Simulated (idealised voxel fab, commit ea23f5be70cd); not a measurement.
Herein follows the process module entitled voxel self aligned vias.
We display cut, a cross-section 225 nm in width whose square cells are each 5 nm.
Throughout this document, each cross-section is represented as a grid of square cells and is presented as a sequence of bands enumerated from the top downward, where a band comprises one or more rows of cells. In this notation a band is specified by the heights of its top and bottom, in that order and in nm, after which its materials appear from left to right, each paired with its width in nm. The word "throughout" attached to a single material means that material fills the band from edge to edge; the word "blank" stands for empty space. Measure heights from 0. That's the level where, below it, the as-received wafer is all one material. The lowest band is bottomless and extends downward; write it as in "0 nm and below". Top row gets the first number, bottom row gets the second, and each row in between changes by the same step: that is how a band width like "30..40" works. "same as before" -> step changed no cross-section cell. Closed-off voids of 8+ cells (no open route to the top) go in "Closed internal voids", written width x height at distance from the left edge, in nm. Read whatever lies past the settings on a step's line as the simulator's own remark about the step. "overlay nm", when on a step's line for a step with a mask, measures how far to the right of its planned place the mask lay; a negative measure means to the left.

## Steps in the process plan
1,op RECEIVE | material Si
2,op CONFORMAL_DEP | material SiO2 | thk nm 10
3,op CONFORMAL_DEP | material SiCN | thk nm 5
4,op DIRECTIONAL_DEP | material lowk | thk nm 20
5,op DIRECTIONAL_DEP | material aC | thk nm 10
6,op PATTERN | tone open | mask id LINES | material resist | width nm 20 | pitch nm 55 | thk nm 25 | overlay nm 0
7,op DIRECTIONAL_ETCH | etch materials aC | depth nm 10
8,op STRIP | etch materials resist
9,op DIRECTIONAL_ETCH | etch materials lowk | depth nm 20
10,op STRIP | etch materials aC
11,op CONFORMAL_DEP | material TiN | thk nm 5
12,op FILL_DEP | material Ru | thk nm 10
13,op CMP | height nm 35
14,op SELECTIVE_ETCH | etch materials W Ru TiN | depth nm 5
15,op FILL_DEP | material SiN | thk nm 10
16,op CMP | height nm 35
17,op DIRECTIONAL_DEP | material lowk | thk nm 15
18,op DIRECTIONAL_DEP | material aC | thk nm 10
19,op PATTERN | tone open | mask id VIAS | material resist | width nm 40 | pitch nm 110 | thk nm 25 | overlay nm 0
20,op DIRECTIONAL_ETCH | etch materials aC | depth nm 10
21,op STRIP | etch materials resist
22,op DIRECTIONAL_ETCH | etch materials lowk | depth nm 15
23,op DIRECTIONAL_ETCH | etch materials SiN | depth nm 5
24,op STRIP | etch materials aC
25,op CONFORMAL_DEP | material TiN | thk nm 5
26,op FILL_DEP | material Ru | thk nm 10
27,op CMP | height nm 50
28,op CONFORMAL_DEP | material SiCN | thk nm 5

## As-received wafer cross-section (after step 1)
    0 nm and below: Si throughout
    Closed internal voids: none

## first wafer at the end, as planned
    55 nm to 50 nm: SiCN throughout
    50 nm to 40 nm: 35 lowk / 5 TiN / 30 Ru / 5 TiN / 70 lowk / 5 TiN / 30 Ru / 5 TiN / 40 lowk
    40 nm to 35 nm: 35 lowk / 15 TiN / 10 Ru / 15 TiN / 70 lowk / 15 TiN / 10 Ru / 15 TiN / 40 lowk
    35 nm to 30 nm: 45 lowk / 20 TiN / 35 lowk / 20 SiN / 35 lowk / 20 TiN / 50 lowk
    30 nm to 20 nm: 45 lowk / 5 TiN / 10 Ru / 5 TiN / 35 lowk / 5 TiN / 10 Ru / 5 TiN / 35 lowk / 5 TiN / 10 Ru / 5 TiN / 50 lowk
    20 nm to 15 nm: 45 lowk / 20 TiN / 35 lowk / 20 TiN / 35 lowk / 20 TiN / 50 lowk
    15 nm to 10 nm: SiCN throughout
    10 nm to 0 nm: SiO2 throughout
    0 nm and below: Si throughout
    Closed internal voids: none

## Here is the second of the two wafers cut open at the end of the module - same start, same plan as the first one, but we made one mistake running it
    55 nm to 50 nm: SiCN throughout
    50 nm to 40 nm: 35 lowk / 5 TiN / 30 Ru / 5 TiN / 70 lowk / 5 TiN / 30 Ru / 5 TiN / 40 lowk
    40 nm to 35 nm: 35 lowk / 15 TiN / 10 Ru / 15 TiN / 70 lowk / 15 TiN / 10 Ru / 15 TiN / 40 lowk
    35 nm to 30 nm: 45 lowk / 20 TiN / 35 lowk / 20 SiN / 35 lowk / 20 TiN / 50 lowk
    30 nm to 20 nm: 45 lowk / 5 TiN / 10 Ru / 5 TiN / 35 lowk / 5 TiN / 10 Ru / 5 TiN / 35 lowk / 5 TiN / 10 Ru / 5 TiN / 50 lowk
    20 nm to 15 nm: 45 lowk / 20 TiN / 35 lowk / 20 TiN / 35 lowk / 20 TiN / 50 lowk
    15 nm to 5 nm: SiO2 throughout
    5 nm to 0 nm: SiCN throughout
    0 nm and below: Si throughout
    Closed internal voids: none
Diagnosis: transposition of steps 2 and 3 relative to the planned sequence
In the final comparison it is observed that the number of cells assigned to each material is identical for the two wafers, whereas their placement is not.
